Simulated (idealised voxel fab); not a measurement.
process module | voxel plated lines
cross-section cut | 260 nm wide | cells 5 nm
A cross-section is a grid of square cells, given in bands from the top down. A band is one or more rows of cells.
Each band's line starts with the height of the band's top and of its bottom, in nm. Then come its materials from left to right, each with its width in nm. One material with "throughout" fills the band from edge to edge. "air" is empty space.
Height 0 is the level under which the wafer as received is all one material. The lowest band goes on downwards, as in "0 down".
A width such as "30 to 40" changes by the same amount from each row of cells to the next, from the band's top row to its bottom row.
"no change" after a step means that no cell of the cross-section changed.
closed voids: empty space of 8 cells or more with no open way to the top, each as width x height at its distance from the left edge, in nm
after a step's settings: what the simulator itself notes on the step
overlay nm, on a step with a mask: how far to the right of its planned place the mask lay; to the left if negative
plan
1 op RECEIVE | material Si
2 op CONFORMAL_DEP | material SiN | thk nm 15
3 op DIRECTIONAL_DEP | material TiN | thk nm 5
4 op PATTERN | tone open | mask id LINES | material resist | width nm 15 | pitch nm 30 | thk nm 15 | overlay nm 0
5 op EPI | material Ru | thk nm 10
6 op STRIP | etch materials resist
7 op DIRECTIONAL_ETCH | etch materials TiN | depth nm 5
8 op CONFORMAL_DEP | material SiCN | thk nm 10
first wafer, as planned
as received, after step 1
  0 down: Si throughout
  closed voids: none
after step 2
  15 to 0: SiN throughout
  below 0: unchanged
after step 3
  20 to 15: TiN throughout
  below 15: unchanged
after step 4
  35 to 20: resist 90 | air 15 | resist 15 | air 15 | resist 15 | air 15 | resist 95
  below 20: unchanged
after step 5
  35 to 30: resist 90 | air 15 | resist 15 | air 15 | resist 15 | air 15 | resist 95
  30 to 20: resist 90 | Ru 15 | resist 15 | Ru 15 | resist 15 | Ru 15 | resist 95
  below 20: unchanged
after step 6
  30 to 20: air 90 | Ru 15 | air 15 | Ru 15 | air 15 | Ru 15 | air 95
  below 20: unchanged
after step 7
  30 to 20: air 90 | Ru 15 | air 15 | Ru 15 | air 15 | Ru 15 | air 95
  20 to 15: air 90 | TiN 15 | air 15 | TiN 15 | air 15 | TiN 15 | air 95
  below 15: unchanged
after step 8
  40 to 30: air 80 | SiCN 95 | air 85
  30 to 25: air 80 | SiCN 10 | Ru 15 | SiCN 15 | Ru 15 | SiCN 15 | Ru 15 | SiCN 10 | air 85
  25 to 20: SiCN 90 | Ru 15 | SiCN 15 | Ru 15 | SiCN 15 | Ru 15 | SiCN 95
  20 to 15: SiCN 90 | TiN 15 | SiCN 15 | TiN 15 | SiCN 15 | TiN 15 | SiCN 95
  below 15: unchanged
second wafer: like start, like plan, one mistake. Through step 6 it matches the first wafer
when step 7 should have ended
  25 to 20: air 90 | Ru 15 | air 15 | Ru 15 | air 15 | Ru 15 | air 95
  below 20: unchanged
when step 8 should have ended
  35 to 30: air 80 | SiCN 95 | air 85
  30 to 25: SiCN throughout
  25 to 20: SiCN 90 | Ru 15 | SiCN 15 | Ru 15 | SiCN 15 | Ru 15 | SiCN 95
  below 20: unchanged
what went wrong: step 7 ran as: op DIRECTIONAL_ETCH | etch materials Ru | depth nm 5
at the end the second wafer has, in cells: 9 fewer of Ru | 20 fewer of SiCN | 43 more of TiN
